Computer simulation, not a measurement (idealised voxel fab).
Documented hereafter: the process module known as voxel ribs on slabs.
Square cells of 5 nm make up the cross-section cut, whose width is 190 nm.
Heads up, the way a cross-section reads in here is a grid of square cells, handed over as bands from the top down, with every band being one or more rows of cells.
Per band: top height and bottom height in nm, followed by the left-to-right materials and their widths in nm; "all across" marks a single material spanning edge to edge, "blank" marks empty space.
For the purposes of this specification, 0 denotes the height below which the wafer in its as-received condition is composed wholly of one material, and the lowermost band, lacking a lower limit, extends downward without end, as expressed in "0 and below".
Note: "30->40" means the width goes from the first number (top row of the band) to the second number (bottom row) in equal steps per row of cells.
Step marked "nothing altered"? Then no cell in the cross-section changed in it.
"Enclosed voids" contains a list of empty spaces, each no smaller than 8 cells and without an open way to the top, written in the form width x height at distance with the distance from the left edge and all three in nm.
The remark found on a step's line after its settings is issued by the simulator itself and pertains to that step.
You can add "overlay nm" to a step's line. For a step with a mask, it describes how far the mask lay to the right of its planned position, and a negative number describes a lay to the left.
The planned process steps are enumerated hereunder:
| 1 | RECEIVE (material Si) |
| 2 | DIRECTIONAL_DEP (material SiO2; thk nm 25) |
| 3 | DIRECTIONAL_DEP (material SiN; thk nm 15) |
| 4 | PATTERN (tone cover; mask id RIB; material resist; width nm 30; thk nm 20; overlay nm 0) |
| 5 | DIRECTIONAL_ETCH (etch materials SiN; depth nm 5) |
| 6 | STRIP (etch materials resist) |
| 7 | MASKED_ETCH (tone cover; mask id SLAB; width nm 80; etch materials SiN; depth nm 10; overlay nm 0) |
| 8 | FILL_DEP (material SiO2; thk nm 20) |
| 9 | CMP (height nm 50) |
| 10 | DIRECTIONAL_DEP (material TiN; thk nm 10) |
| 11 | PATTERN (tone cover; mask id HEATER; material resist; width nm 40; thk nm 20; overlay nm 0) |
| 12 | DIRECTIONAL_ETCH (etch materials TiN; depth nm 10) |
| 13 | STRIP (etch materials resist) |
| 14 | CONFORMAL_DEP (material SiN; thk nm 5) |
Of two wafers, the first: run according to plan:
So this is the incoming wafer in cross-section - it's already been through step 1:
* 0 and below  Si all across
* Enclosed voids: none
Upon completion of step 2, the wafer appears in cross-section as shown:
* 25 down to 0  SiO2 all across
* Everything below 0 is unchanged.
Upon completion of step 3, the wafer appears in cross-section as shown:
* 40 down to 25  SiN all across
* Everything below 25 is unchanged.
Upon completion of step 4, the wafer appears in cross-section as shown:
* 60 down to 40  blank=80 / resist=30 / blank=80
* Everything below 40 is unchanged.
Upon completion of step 5, the wafer appears in cross-section as shown:
* 60 down to 40  blank=80 / resist=30 / blank=80
* 40 down to 35  blank=80 / SiN=30 / blank=80
* Everything below 35 is unchanged.
Upon completion of step 6, the wafer appears in cross-section as shown:
* 40 down to 35  blank=80 / SiN=30 / blank=80
* Everything below 35 is unchanged.
Upon completion of step 7, the wafer appears in cross-section as shown:
* 40 down to 35  blank=80 / SiN=30 / blank=80
* 35 down to 25  blank=55 / SiN=80 / blank=55
* Everything below 25 is unchanged.
Upon completion of step 8, the wafer appears in cross-section as shown:
* 60 down to 40  SiO2 all across
* 40 down to 35  SiO2=80 / SiN=30 / SiO2=80
* 35 down to 25  SiO2=55 / SiN=80 / SiO2=55
* Everything below 25 is unchanged.
Upon completion of step 9, the wafer appears in cross-section as shown:
* 50 down to 40  SiO2 all across
* Everything below 40 is unchanged.
Upon completion of step 10, the wafer appears in cross-section as shown:
* 60 down to 50  TiN all across
* Everything below 50 is unchanged.
Upon completion of step 11, the wafer appears in cross-section as shown:
* 80 down to 60  blank=75 / resist=40 / blank=75
* Everything below 60 is unchanged.
Upon completion of step 12, the wafer appears in cross-section as shown:
* 80 down to 60  blank=75 / resist=40 / blank=75
* 60 down to 50  blank=75 / TiN=40 / blank=75
* Everything below 50 is unchanged.
Upon completion of step 13, the wafer appears in cross-section as shown:
* 60 down to 50  blank=75 / TiN=40 / blank=75
* Everything below 50 is unchanged.
Upon completion of step 14, the wafer appears in cross-section as shown:
* 65 down to 60  blank=70 / SiN=50 / blank=70
* 60 down to 55  blank=70 / SiN=5 / TiN=40 / SiN=5 / blank=70
* 55 down to 50  SiN=75 / TiN=40 / SiN=75
* Everything below 50 is unchanged.
Second wafer, same starting state and plan as the first, one mistake in the run, identical through step 2:
Cross-section of the second wafer at the time by which step 3 should have been completed according to the plan:
* 40 down to 25  TiN all across
* Everything below 25 is unchanged.
Cross-section of the second wafer at the time by which step 4 should have been completed according to the plan:
* 60 down to 40  blank=80 / resist=30 / blank=80
* Everything below 40 is unchanged.
Cross-section of the second wafer at the time by which step 5 should have been completed according to the plan: nothing altered
Cross-section of the second wafer at the time by which step 6 should have been completed according to the plan:
* 40 down to 25  TiN all across
* Everything below 25 is unchanged.
Cross-section of the second wafer at the time by which step 7 should have been completed according to the plan: nothing altered
Cross-section of the second wafer at the time by which step 8 should have been completed according to the plan:
* 60 down to 40  SiO2 all across
* Everything below 40 is unchanged.
Cross-section of the second wafer at the time by which step 9 should have been completed according to the plan:
* 50 down to 40  SiO2 all across
* Everything below 40 is unchanged.
Cross-section of the second wafer at the time by which step 10 should have been completed according to the plan:
* 60 down to 50  TiN all across
* Everything below 50 is unchanged.
Cross-section of the second wafer at the time by which step 11 should have been completed according to the plan:
* 80 down to 60  blank=75 / resist=40 / blank=75
* Everything below 60 is unchanged.
Cross-section of the second wafer at the time by which step 12 should have been completed according to the plan:
* 80 down to 60  blank=75 / resist=40 / blank=75
* 60 down to 50  blank=75 / TiN=40 / blank=75
* Everything below 50 is unchanged.
Cross-section of the second wafer at the time by which step 13 should have been completed according to the plan:
* 60 down to 50  blank=75 / TiN=40 / blank=75
* Everything below 50 is unchanged.
Cross-section of the second wafer at the time by which step 14 should have been completed according to the plan:
* 65 down to 60  blank=70 / SiN=50 / blank=70
* 60 down to 55  blank=70 / SiN=5 / TiN=40 / SiN=5 / blank=70
* 55 down to 50  SiN=75 / TiN=40 / SiN=75
* Everything below 50 is unchanged.
Run error: step 3 went in with a setting other than planned; the actual run was DIRECTIONAL_DEP (material TiN; thk nm 15)
In the final state, the cell counts of the second wafer exceed or fall short of those of the first for the following materials: -38 SiN | -76 SiO2 | +114 TiN
